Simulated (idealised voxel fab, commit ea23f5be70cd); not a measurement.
Process module heading - voxel wiring stack
Section cut is 265 nm wide and gridded with 5 nm square cells.
A cross-section is written here as square cells arranged in a grid, and it is given in bands from the top down, each band taking up one or more rows of cells.
It is stipulated that each band's entry specify, in nanometres, the height of the top of the band and then that of its bottom, followed by the materials of the band in left-to-right sequence, each together with its width in nanometres. A single material marked by the word "everywhere" is understood to fill the band from edge to edge; the word "empty" is understood to denote empty space.
Where do heights start? At 0: under that level the wafer as delivered is made of one material only. And the lowest band has no floor; it just carries on downward, as in "0 -> down".
Width: "30..40" (first number = top row, second number = bottom row, same change from row to row of cells).
Given "remains unaltered" for a step, no cell of the cross-section differs between before and after that step.
Entry "Voids, fully enclosed". Content: empty spaces with no open connection to the top, size 8 cells or greater. Each: width x height at distance. Distance: from left edge. Unit: nm.
Text after the settings on a step's line: the simulator's own remark on that step.
overlay nm: right-of-plan distance of the mask on a masked step; negative values mean left-of-plan.

Process steps - plan
1 RECEIVE: material Si
2 CONFORMAL_DEP: material SiO2, thk nm 15
3 DIRECTIONAL_DEP: material TiN, thk nm 5
4 DIRECTIONAL_DEP: material Ru, thk nm 20
5 MASKED_ETCH: tone cover, mask id METAL_1, width nm 30, pitch nm 50, etch materials Ru, depth nm 20, overlay nm 0
6 MASKED_ETCH: tone cover, mask id METAL_1, width nm 30, pitch nm 50, etch materials TiN, depth nm 5, overlay nm 0
7 FILL_DEP: material SiO2, thk nm 5
8 CMP: height nm 40
9 CONFORMAL_DEP: material SiCN, thk nm 5
10 DIRECTIONAL_DEP: material lowk, thk nm 15
11 MASKED_ETCH: tone open, mask id PLUG_1, width nm 15, pitch nm 100, etch materials lowk, depth nm 15, overlay nm 0
12 MASKED_ETCH: tone open, mask id PLUG_1, width nm 15, pitch nm 100, etch materials SiCN, depth nm 5, overlay nm 0
13 CONFORMAL_DEP: material TiN, thk nm 5
14 FILL_DEP: material Cu, thk nm 10
15 CMP: height nm 60
16 DIRECTIONAL_DEP: material TiN, thk nm 5
17 DIRECTIONAL_DEP: material Ru, thk nm 15
18 DIRECTIONAL_DEP: material aC, thk nm 15
19 PATTERN: tone cover, mask id METAL_2, material resist, width nm 30, pitch nm 50, thk nm 30, overlay nm 0
20 DIRECTIONAL_ETCH: etch materials aC, depth nm 15
21 STRIP: etch materials resist
22 DIRECTIONAL_ETCH: etch materials Ru, depth nm 15
23 DIRECTIONAL_ETCH: etch materials TiN, depth nm 5
24 STRIP: etch materials aC
25 CONFORMAL_DEP: material SiCN, thk nm 5
26 FILL_DEP: material lowk, thk nm 5
27 CMP: height nm 80
28 CONFORMAL_DEP: material SiCN, thk nm 5
29 DIRECTIONAL_DEP: material SiO2, thk nm 15
30 MASKED_ETCH: tone open, mask id PLUG_2, width nm 15, pitch nm 100, etch materials SiO2, depth nm 15, overlay nm 0
31 MASKED_ETCH: tone open, mask id PLUG_2, width nm 15, pitch nm 100, etch materials SiCN, depth nm 5, overlay nm 0
32 EPI: material Ru, thk nm 10
33 EPI: material Ru, thk nm 10
34 DIRECTIONAL_DEP: material TiN, thk nm 5
35 DIRECTIONAL_DEP: material Ru, thk nm 20
36 MASKED_ETCH: tone cover, mask id METAL_3, width nm 30, pitch nm 50, etch materials Ru, depth nm 20, overlay nm 0
37 MASKED_ETCH: tone cover, mask id METAL_3, width nm 30, pitch nm 50, etch materials TiN, depth nm 5, overlay nm 0
38 FILL_DEP: material SiO2, thk nm 5
39 CMP: height nm 125
40 CONFORMAL_DEP: material SiCN, thk nm 5
41 DIRECTIONAL_DEP: material lowk, thk nm 15
42 MASKED_ETCH: tone open, mask id PLUG_3, width nm 15, pitch nm 50, etch materials lowk, depth nm 15, overlay nm 0
43 MASKED_ETCH: tone open, mask id PLUG_3, width nm 15, pitch nm 50, etch materials SiCN, depth nm 5, overlay nm 0
44 EPI: material Ru, thk nm 10
45 EPI: material Ru, thk nm 10
46 CONFORMAL_DEP: material SiN, thk nm 5
47 DIRECTIONAL_DEP: material lowk, thk nm 15
48 MASKED_ETCH: tone open, mask id METAL_4, width nm 30, pitch nm 50, etch materials lowk, depth nm 15, overlay nm 0
49 MASKED_ETCH: tone open, mask id METAL_4, width nm 30, pitch nm 50, etch materials SiN, depth nm 5, overlay nm 0
50 CONFORMAL_DEP: material TiN, thk nm 5
51 FILL_DEP: material Ru, thk nm 10
52 CMP: height nm 165
53 CONFORMAL_DEP: material SiCN, thk nm 5

Shown in cross-section is the wafer as received, that is, as it stands after step 1
	0 -> down | Si everywhere
	Voids, fully enclosed: none

The first of the two wafers as seen in cross-section once the module was finished; processing followed the plan
	170 -> 165 | SiCN everywhere
	165 -> 150 | 40 of lowk; 5 of TiN; 20 of Ru; 5 of TiN; 20 of lowk; 5 of TiN; 20 of Ru; 5 of TiN; 20 of lowk; 5 of TiN; 20 of Ru; 5 of TiN; 20 of lowk; 5 of TiN; 20 of Ru; 5 of TiN; 45 of lowk
	150 -> 145 | 40 of SiN; 30 of TiN; 20 of SiN; 30 of TiN; 20 of SiN; 30 of TiN; 20 of SiN; 30 of TiN; 45 of SiN
	145 -> 130 | 40 of lowk; 15 of Ru; 35 of lowk; 15 of Ru; 35 of lowk; 15 of Ru; 35 of lowk; 15 of Ru; 60 of lowk
	130 -> 125 | 40 of SiCN; 15 of Ru; 35 of SiCN; 15 of Ru; 35 of SiCN; 15 of Ru; 35 of SiCN; 15 of Ru; 60 of SiCN
	125 -> 105 | 40 of SiO2; 30 of Ru; 20 of SiO2; 30 of Ru; 20 of SiO2; 30 of Ru; 20 of SiO2; 30 of Ru; 45 of SiO2
	105 -> 100 | 40 of SiO2; 30 of TiN; 20 of SiO2; 30 of TiN; 20 of SiO2; 30 of TiN; 20 of SiO2; 30 of TiN; 45 of SiO2
	100 -> 85 | 40 of SiO2; 15 of Ru; 85 of SiO2; 15 of Ru; 110 of SiO2
	85 -> 80 | 40 of SiCN; 15 of Ru; 85 of SiCN; 15 of Ru; 110 of SiCN
	80 -> 65 | 35 of lowk; 5 of SiCN; 30 of Ru; 5 of SiCN; 10 of lowk; 5 of SiCN; 30 of Ru; 5 of SiCN; 10 of lowk; 5 of SiCN; 30 of Ru; 5 of SiCN; 10 of lowk; 5 of SiCN; 30 of Ru; 5 of SiCN; 40 of lowk
	65 -> 60 | 40 of SiCN; 30 of TiN; 20 of SiCN; 30 of TiN; 20 of SiCN; 30 of TiN; 20 of SiCN; 30 of TiN; 45 of SiCN
	60 -> 45 | 40 of lowk; 5 of TiN; 5 of Cu; 5 of TiN; 85 of lowk; 5 of TiN; 5 of Cu; 5 of TiN; 110 of lowk
	45 -> 40 | 40 of SiCN; 15 of TiN; 85 of SiCN; 15 of TiN; 110 of SiCN
	40 -> 20 | 40 of SiO2; 30 of Ru; 20 of SiO2; 30 of Ru; 20 of SiO2; 30 of Ru; 20 of SiO2; 30 of Ru; 45 of SiO2
	20 -> 15 | 40 of SiO2; 30 of TiN; 20 of SiO2; 30 of TiN; 20 of SiO2; 30 of TiN; 20 of SiO2; 30 of TiN; 45 of SiO2
	15 -> 0 | SiO2 everywhere
	0 -> down | Si everywhere
	Voids, fully enclosed: none

The second wafer, shown in cross-section after the module: started the same way as the first and given the same plan, yet one mistake crept into how it was run
	170 -> 165 | SiCN everywhere
	165 -> 150 | 40 of lowk; 5 of TiN; 20 of Ru; 5 of TiN; 20 of lowk; 5 of TiN; 20 of Ru; 5 of TiN; 20 of lowk; 5 of TiN; 20 of Ru; 5 of TiN; 20 of lowk; 5 of TiN; 20 of Ru; 5 of TiN; 45 of lowk
	150 -> 145 | 40 of SiN; 30 of TiN; 20 of SiN; 30 of TiN; 20 of SiN; 30 of TiN; 20 of SiN; 30 of TiN; 45 of SiN
	145 -> 130 | 40 of lowk; 15 of Ru; 35 of lowk; 15 of Ru; 35 of lowk; 15 of Ru; 35 of lowk; 15 of Ru; 60 of lowk
	130 -> 125 | 40 of SiCN; 15 of Ru; 35 of SiCN; 15 of Ru; 35 of SiCN; 15 of Ru; 35 of SiCN; 15 of Ru; 60 of SiCN
	125 -> 105 | 40 of SiO2; 30 of Ru; 20 of SiO2; 30 of Ru; 20 of SiO2; 30 of Ru; 20 of SiO2; 30 of Ru; 45 of SiO2
	105 -> 100 | 40 of SiO2; 30 of TiN; 20 of SiO2; 30 of TiN; 20 of SiO2; 30 of TiN; 20 of SiO2; 30 of TiN; 45 of SiO2
	100 -> 85 | 40 of SiO2; 15 of Ru; 85 of SiO2; 15 of Ru; 110 of SiO2
	85 -> 80 | 40 of SiCN; 15 of Ru; 85 of SiCN; 15 of Ru; 110 of SiCN
	80 -> 65 | 35 of lowk; 5 of SiCN; 30 of Ru; 5 of SiCN; 10 of lowk; 5 of SiCN; 30 of Ru; 5 of SiCN; 10 of lowk; 5 of SiCN; 30 of Ru; 5 of SiCN; 10 of lowk; 5 of SiCN; 30 of Ru; 5 of SiCN; 40 of lowk
	65 -> 60 | 40 of SiCN; 30 of TiN; 20 of SiCN; 30 of TiN; 20 of SiCN; 30 of TiN; 20 of SiCN; 30 of TiN; 45 of SiCN
	60 -> 45 | 40 of lowk; 5 of TiN; 5 of Cu; 5 of TiN; 85 of lowk; 5 of TiN; 5 of Cu; 5 of TiN; 110 of lowk
	45 -> 40 | 40 of SiCN; 15 of TiN; 85 of SiCN; 15 of TiN; 110 of SiCN
	40 -> 35 | SiO2 everywhere
	35 -> 15 | 40 of SiO2; 30 of Ru; 20 of SiO2; 30 of Ru; 20 of SiO2; 30 of Ru; 20 of SiO2; 30 of Ru; 45 of SiO2
	15 -> 0 | SiO2 everywhere
	0 -> down | Si everywhere
	Voids, fully enclosed: none
Here's what went sideways: plan step 3 was not performed, having been skipped
Heads up, by the end the second wafer has more or fewer cells of some materials compared to the first: SiO2 +24, TiN -24
